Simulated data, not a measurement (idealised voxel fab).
Process module, titled voxel tone inversion
Square cells of 5 nm make up the cross-section cut, whose width is 170 nm.
Cross-section = grid of square cells, listed top down in bands; band = one or more rows. What a band's entry tells you: where the top is and where the bottom is, as heights in nm, and after that what lies inside, material by material from left to right, each with its width in nm. Empty space is written as the word "empty", and a single material marked with the word "all across" occupies the band from edge to edge. Zero point of the height axis is 0; under it, received wafer = one material. Lowest band: continues down indefinitely, "0 nm and below". The two numbers in a width such as "30 to 40" mark its ends across the band: the first belongs to the top row of cells, the second to the bottom row, and from each row to the next the width moves by the same amount. Where a step carries "everything unchanged", the cross-section came out of it unchanged, cell for cell. Each empty space that has no open way to the top and spans at least 8 cells appears under "Sealed void list" as width x height at distance, the distance counted from the left edge, all in nm. Heads up: the bit after the settings on a step's line is the simulator's remark on that step. overlay nm: mask right of planned place by this much (step with mask). Neg. = left.

Steps in the process plan:
- 1: RECEIVE,material Si
- 2: CONFORMAL_DEP,material SiN,thk nm 10
- 3: DIRECTIONAL_DEP,material polySi,thk nm 20
- 4: PATTERN,tone cover,mask id POSTS,material resist,width nm 15,pitch nm 45,thk nm 25,overlay nm 0
- 5: DIRECTIONAL_ETCH,etch materials polySi,depth nm 20
- 6: STRIP,etch materials resist
- 7: FILL_DEP,material lowk,thk nm 10
- 8: CMP,height nm 30
- 9: STRIP,etch materials polySi
- 10: CONFORMAL_DEP,material TiN,thk nm 5
- 11: FILL_DEP,material Cu,thk nm 10
- 12: CMP,height nm 30
- 13: CONFORMAL_DEP,material SiCN,thk nm 5

As-received state of the wafer in cross-section, equivalent to post-step 1:
* 0 nm and below: Si all across
* Sealed void list: none

This is how the wafer looks in cross-section once the module is done, given the starting state and plan above and one mistake in carrying the plan out:
* 35 nm to 30 nm: SiCN all across
* 30 nm to 15 nm: lowk=20 | TiN=5 | Cu=5 | TiN=5 | lowk=30 | TiN=5 | Cu=5 | TiN=5 | lowk=30 | TiN=5 | Cu=5 | TiN=5 | lowk=45
* 15 nm to 10 nm: lowk=20 | TiN=15 | lowk=30 | TiN=15 | lowk=30 | TiN=15 | lowk=45
* 10 nm to 0 nm: SiN all across
* 0 nm and below: Si all across
* Sealed void list: none
Deviation noted in wafer processing: so step 4 ended up running with a different setting than we planned, it ran as PATTERN,tone cover,mask id POSTS,material resist,width nm 15,pitch nm 45,thk nm 25,overlay nm -10
